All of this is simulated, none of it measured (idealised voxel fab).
The following process module bears the name voxel fin reveal.
Xsec cut, 175 nm wide, square cell size 5 nm.
Notation: cross-section as square-cell grid; stated in bands, top first, going down; one or more cell rows per band.
Per band: top height and bottom height in nm, followed by the left-to-right materials and their widths in nm; "full width" marks a single material spanning edge to edge, "empty" marks empty space.
Beneath 0, the wafer as received is one material, and that level is where height counting begins. The lowest band goes on downward without a bottom; it is written like "z 0 and below".
A width such as "30->40" changes by the same amount from each row of cells to the next, from the band's top row to its bottom row.
It should be understood that the words "changes: none", when stated for a given step, signify that the cross-section underwent no change in any of its cells during that step.
"Enclosed void listing": sealed empty spaces, 8 cells or more, no open way to top, listed width x height at distance, with distance from the left edge and width, height and distance in nm.
If you see something after the settings on a step's line, that's the simulator's own remark about that step.
overlay nm: how far to the right of its planned place the mask lay on this masked step (negative: to the left).

THIS SECTION LISTS THE PROCESS STEPS THAT WERE PLANNED
- 1: RECEIVE, material Si
- 2: CONFORMAL_DEP, material SiN, thk nm 5
- 3: MASKED_ETCH, tone cover, mask id FINS, width nm 15, pitch nm 40, etch materials SiN, depth nm 5, overlay nm 0
- 4: MASKED_ETCH, tone cover, mask id FINS, width nm 15, pitch nm 40, etch materials Si, depth nm 30, overlay nm 0
- 5: FILL_DEP, material SiO2, thk nm 10
- 6: CMP, height nm 5
- 7: SELECTIVE_ETCH, etch materials SiO2, depth nm 25
- 8: STRIP, etch materials SiN

CONCERNING THE FIRST OF TWO WAFERS, WHICH WAS RUN IN ACCORDANCE WITH THE PLAN

SHOWN IN CROSS-SECTION IS THE WAFER AS RECEIVED, THAT IS, AS IT STANDS AFTER STEP 1
	z 0 and below  Si full width
	Enclosed void listing: none

CROSS-SECTIONAL REPRESENTATION OF THE WAFER AT THE CONCLUSION OF STEP 2
	z 5 to 0  SiN full width
	Under 0: no change, same as before.

CROSS-SECTIONAL REPRESENTATION OF THE WAFER AT THE CONCLUSION OF STEP 3
	z 5 to 0  40 of empty; 15 of SiN; 25 of empty; 15 of SiN; 25 of empty; 15 of SiN; 40 of empty
	Under 0: no change, same as before.

CROSS-SECTIONAL REPRESENTATION OF THE WAFER AT THE CONCLUSION OF STEP 4
	z 5 to 0  40 of empty; 15 of SiN; 25 of empty; 15 of SiN; 25 of empty; 15 of SiN; 40 of empty
	z 0 to -30  40 of empty; 15 of Si; 25 of empty; 15 of Si; 25 of empty; 15 of Si; 40 of empty
	Under -30: no change, same as before.

CROSS-SECTIONAL REPRESENTATION OF THE WAFER AT THE CONCLUSION OF STEP 5
	z 15 to 5  SiO2 full width
	z 5 to 0  40 of SiO2; 15 of SiN; 25 of SiO2; 15 of SiN; 25 of SiO2; 15 of SiN; 40 of SiO2
	z 0 to -30  40 of SiO2; 15 of Si; 25 of SiO2; 15 of Si; 25 of SiO2; 15 of Si; 40 of SiO2
	Under -30: no change, same as before.

CROSS-SECTIONAL REPRESENTATION OF THE WAFER AT THE CONCLUSION OF STEP 6
	z 5 to 0  40 of SiO2; 15 of SiN; 25 of SiO2; 15 of SiN; 25 of SiO2; 15 of SiN; 40 of SiO2
	Under 0: no change, same as before.

CROSS-SECTIONAL REPRESENTATION OF THE WAFER AT THE CONCLUSION OF STEP 7
	z 5 to 0  40 of empty; 15 of SiN; 25 of empty; 15 of SiN; 25 of empty; 15 of SiN; 40 of empty
	z 0 to -20  40 of empty; 15 of Si; 25 of empty; 15 of Si; 25 of empty; 15 of Si; 40 of empty
	Under -20: no change, same as before.

CROSS-SECTIONAL REPRESENTATION OF THE WAFER AT THE CONCLUSION OF STEP 8
	z 0 to -20  40 of empty; 15 of Si; 25 of empty; 15 of Si; 25 of empty; 15 of Si; 40 of empty
	Under -20: no change, same as before.

SECOND WAFER, SAME STARTING CONDITIONS AND RECIPE AS THE FIRST, ONE MISTAKE IN EXECUTING IT, NOTHING DIFFERS FROM THE FIRST UP TO AND INCLUDING STEP 3

WHEN STEP 4 SHOULD HAVE ENDED
	z 5 to 0  40 of empty; 15 of SiN; 25 of empty; 15 of SiN; 25 of empty; 15 of SiN; 40 of empty
	z 0 to -25  40 of empty; 15 of Si; 25 of empty; 15 of Si; 25 of empty; 15 of Si; 40 of empty
	Under -25: no change, same as before.

WHEN STEP 5 SHOULD HAVE ENDED
	z 15 to 5  SiO2 full width
	z 5 to 0  40 of SiO2; 15 of SiN; 25 of SiO2; 15 of SiN; 25 of SiO2; 15 of SiN; 40 of SiO2
	z 0 to -25  40 of SiO2; 15 of Si; 25 of SiO2; 15 of Si; 25 of SiO2; 15 of Si; 40 of SiO2
	Under -25: no change, same as before.

WHEN STEP 6 SHOULD HAVE ENDED
	z 5 to 0  40 of SiO2; 15 of SiN; 25 of SiO2; 15 of SiN; 25 of SiO2; 15 of SiN; 40 of SiO2
	Under 0: no change, same as before.

WHEN STEP 7 SHOULD HAVE ENDED
	z 5 to 0  40 of empty; 15 of SiN; 25 of empty; 15 of SiN; 25 of empty; 15 of SiN; 40 of empty
	z 0 to -20  40 of empty; 15 of Si; 25 of empty; 15 of Si; 25 of empty; 15 of Si; 40 of empty
	Under -20: no change, same as before.

WHEN STEP 8 SHOULD HAVE ENDED
	z 0 to -20  40 of empty; 15 of Si; 25 of empty; 15 of Si; 25 of empty; 15 of Si; 40 of empty
	Under -20: no change, same as before.
Error vs. plan: step 4 was run on a setting that differed from the plan, and what really ran there is MASKED_ETCH, tone cover, mask id FINS, width nm 15, pitch nm 40, etch materials Si, depth nm 25, overlay nm 0
End of process, cell counts, second wafer against first, materials with more or fewer: Si: 26 more; SiO2: 26 fewer
